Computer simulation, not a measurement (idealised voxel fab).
process module | voxel wiring stack
cross-section cut | 240 nm wide | cells 5 nm
A cross-section is a grid of square cells, given in bands from the top down. A band is one or more rows of cells.
Each band's line starts with the height of the band's top and of its bottom, in nm. Then come its materials from left to right, each with its width in nm. One material with "throughout" fills the band from edge to edge. "air" is empty space.
Height 0 is the level under which the wafer as received is all one material. The lowest band goes on downwards, as in "0 down".
A width such as "30 to 40" changes by the same amount from each row of cells to the next, from the band's top row to its bottom row.
"no change" after a step means that no cell of the cross-section changed.
closed voids: empty space of 8 cells or more with no open way to the top, each as width x height at its distance from the left edge, in nm
after a step's settings: what the simulator itself notes on the step
overlay nm, on a step with a mask: how far to the right of its planned place the mask lay; to the left if negative
plan
1 op RECEIVE | material Si
2 op CONFORMAL_DEP | material SiO2 | thk nm 15
3 op CONFORMAL_DEP | material SiN | thk nm 5
4 op DIRECTIONAL_DEP | material lowk | thk nm 20
5 op PATTERN | tone open | mask id METAL_1 | material resist | width nm 30 | pitch nm 45 | thk nm 15 | overlay nm 0
6 op DIRECTIONAL_ETCH | etch materials lowk | depth nm 20
7 op DIRECTIONAL_ETCH | etch materials SiN | depth nm 5
8 op STRIP | etch materials resist
9 op CONFORMAL_DEP | material TiN | thk nm 5
10 op FILL_DEP | material Cu | thk nm 5
11 op CMP | height nm 40
12 op CONFORMAL_DEP | material SiCN | thk nm 5
13 op DIRECTIONAL_DEP | material lowk | thk nm 20
14 op MASKED_ETCH | tone open | mask id PLUG_1 | width nm 15 | pitch nm 45 | etch materials lowk | depth nm 20 | overlay nm 0
15 op MASKED_ETCH | tone open | mask id PLUG_1 | width nm 15 | pitch nm 45 | etch materials SiCN | depth nm 5 | overlay nm 0
16 op CONFORMAL_DEP | material TiN | thk nm 5
17 op FILL_DEP | material Cu | thk nm 5
18 op CMP | height nm 65
19 op CONFORMAL_DEP | material SiCN | thk nm 5
20 op DIRECTIONAL_DEP | material lowk | thk nm 20
21 op DIRECTIONAL_DEP | material aC | thk nm 15
22 op PATTERN | tone open | mask id METAL_2 | material resist | width nm 30 | pitch nm 45 | thk nm 35 | overlay nm 0
23 op DIRECTIONAL_ETCH | etch materials aC | depth nm 15
24 op STRIP | etch materials resist
25 op DIRECTIONAL_ETCH | etch materials lowk | depth nm 20
26 op DIRECTIONAL_ETCH | etch materials SiCN | depth nm 5
27 op STRIP | etch materials aC
28 op CONFORMAL_DEP | material TiN | thk nm 5
29 op FILL_DEP | material W | thk nm 5
30 op CMP | height nm 90
31 op EPI | material Ru | thk nm 5
32 op FILL_DEP | material SiCN | thk nm 5
33 op DIRECTIONAL_DEP | material lowk | thk nm 35
34 op PATTERN | tone open | mask id METAL_3 | material resist | width nm 30 | pitch nm 45 | thk nm 20 | overlay nm 0
35 op DIRECTIONAL_ETCH | etch materials lowk | depth nm 20
36 op STRIP | etch materials resist
37 op MASKED_ETCH | tone open | mask id METAL_3_HOLES | width nm 15 | pitch nm 45 | etch materials lowk | depth nm 15 | overlay nm 0
38 op MASKED_ETCH | tone open | mask id METAL_3_HOLES | width nm 15 | pitch nm 45 | etch materials SiCN | depth nm 5 | overlay nm 0
39 op CONFORMAL_DEP | material TiN | thk nm 5
40 op FILL_DEP | material Cu | thk nm 5
41 op CMP | height nm 135
42 op CONFORMAL_DEP | material SiCN | thk nm 5
as received, after step 1
  0 down: Si throughout
  closed voids: none
a wafer at the end: this start, this plan, one mistake
  140 to 135: SiCN throughout
  135 to 120: lowk 35 | TiN 5 | Cu 20 | TiN 5 | lowk 15 | TiN 5 | Cu 20 | TiN 5 | lowk 15 | TiN 5 | Cu 20 | TiN 5 | lowk 15 | TiN 5 | Cu 20 | TiN 5 | lowk 40
  120 to 115: lowk 35 | TiN 5 | Cu 5 | TiN 20 | lowk 15 | TiN 5 | Cu 5 | TiN 20 | lowk 15 | TiN 5 | Cu 5 | TiN 20 | lowk 15 | TiN 5 | Cu 5 | TiN 20 | lowk 40
  115 to 100: lowk 35 | TiN 5 | Cu 5 | TiN 5 | lowk 30 | TiN 5 | Cu 5 | TiN 5 | lowk 30 | TiN 5 | Cu 5 | TiN 5 | lowk 30 | TiN 5 | Cu 5 | TiN 5 | lowk 55
  100 to 95: SiCN 35 | TiN 15 | SiCN 30 | TiN 15 | SiCN 30 | TiN 15 | SiCN 30 | TiN 15 | SiCN 55
  95 to 90: SiCN 30 | Ru 40 | SiCN 5 | Ru 40 | SiCN 5 | Ru 40 | SiCN 5 | Ru 40 | SiCN 35
  90 to 70: lowk 35 | TiN 5 | W 20 | TiN 5 | lowk 15 | TiN 5 | W 20 | TiN 5 | lowk 15 | TiN 5 | W 20 | TiN 5 | lowk 15 | TiN 5 | W 20 | TiN 5 | lowk 40
  70 to 65: SiCN 35 | TiN 30 | SiCN 15 | TiN 30 | SiCN 15 | TiN 30 | SiCN 15 | TiN 30 | SiCN 40
  65 to 50: lowk 35 | TiN 5 | Cu 5 | TiN 5 | lowk 30 | TiN 5 | Cu 5 | TiN 5 | lowk 30 | TiN 5 | Cu 5 | TiN 5 | lowk 30 | TiN 5 | Cu 5 | TiN 5 | lowk 55
  50 to 45: lowk 35 | TiN 15 | lowk 30 | TiN 15 | lowk 30 | TiN 15 | lowk 30 | TiN 15 | lowk 55
  45 to 40: TiN throughout
  40 to 20: lowk 35 | TiN 5 | Cu 20 | TiN 5 | lowk 15 | TiN 5 | Cu 20 | TiN 5 | lowk 15 | TiN 5 | Cu 20 | TiN 5 | lowk 15 | TiN 5 | Cu 20 | TiN 5 | lowk 40
  20 to 15: SiN 35 | TiN 30 | SiN 15 | TiN 30 | SiN 15 | TiN 30 | SiN 15 | TiN 30 | SiN 40
  15 to 0: SiO2 throughout
  0 down: Si throughout
  closed voids: none
what went wrong: step 12 ran as: op CONFORMAL_DEP | material TiN | thk nm 5
